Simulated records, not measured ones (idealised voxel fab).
Process module under the name voxel self aligned contacts
Square cells of 5 nm make up the cross-section cut, whose width is 240 nm.
We lay out every cross-section as a grid of square cells and spell it out in bands from the top down, where one band means one or more rows of cells. Each band's line starts with the height of the band's top and of its bottom, in nm. Then come its materials from left to right, each with its width in nm. One material with "full width" fills the band from edge to edge. "empty" is empty space. We count height from 0. Below that, the starting wafer is all one material. The lowest band never ends at the bottom but goes on down; see "0..down" for how that is written. It should be noted that a width expressed as "30 to 40" varies in equal increments from row to row of cells within the band, taking the value of the first number at the top row and that of the second number at the bottom row. For the purposes of this document, the phrase "remains unaltered" attached to a step denotes that no cell within the cross-section was modified by that step. "Trapped cavities" contains a list of empty spaces, each no smaller than 8 cells and without an open way to the top, written in the form width x height at distance with the distance from the left edge and all three in nm. Post-settings text on a step line: simulator's own remark regarding the step. The setting "overlay nm" may be written on the line of a step. When the step uses a mask, the value reports how far to the right of the planned place the mask lay, and a negative value reports that it lay to the left.

-- The planned process steps are enumerated hereunder
1) RECEIVE: material Si
2) CONFORMAL_DEP: material SiO2, thk nm 5
3) DIRECTIONAL_DEP: material polySi, thk nm 25
4) DIRECTIONAL_DEP: material SiN, thk nm 20
5) DIRECTIONAL_DEP: material aC, thk nm 10
6) PATTERN: tone cover, mask id GATE, material resist, width nm 35, pitch nm 75, thk nm 25, overlay nm 0
7) DIRECTIONAL_ETCH: etch materials aC, depth nm 10
8) STRIP: etch materials resist
9) DIRECTIONAL_ETCH: etch materials SiN, depth nm 20
10) DIRECTIONAL_ETCH: etch materials polySi, depth nm 25
11) STRIP: etch materials aC
12) CONFORMAL_DEP: material SiN, thk nm 10
13) DIRECTIONAL_ETCH: etch materials SiN, depth nm 10
14) FILL_DEP: material SiO2, thk nm 10
15) CMP: height nm 55
16) MASKED_ETCH: tone open, mask id CONTACT, width nm 60, etch materials SiO2, depth nm 55, overlay nm 0
17) CONFORMAL_DEP: material TiN, thk nm 5
18) FILL_DEP: material W, thk nm 5
19) CMP: height nm 55
20) CONFORMAL_DEP: material SiCN, thk nm 5

-- Received-state cross-section, reflecting completion of step 1
  0..down: Si full width
  Trapped cavities: none

-- Module complete, cross-section. Starting point and plan per above. One mistake made in running the module
  60..55: SiCN full width
  55..50: SiO2 90, TiN 35, W 10, TiN 15, SiO2 90
  50..30: SiO2 65, SiN 55, TiN 5, W 10, TiN 5, SiN 55, SiO2 45
  30..5: SiO2 65, SiN 10, polySi 35, SiN 10, TiN 5, W 10, TiN 5, SiN 10, polySi 35, SiN 10, SiO2 45
  5..0: SiO2 120, TiN 20, SiO2 100
  0..down: Si full width
  Trapped cavities: none
The mistake made against the process plan was this: step 6 changed vs plan, executed as PATTERN: tone cover, mask id GATE, material resist, width nm 35, pitch nm 75, thk nm 25, overlay nm 10
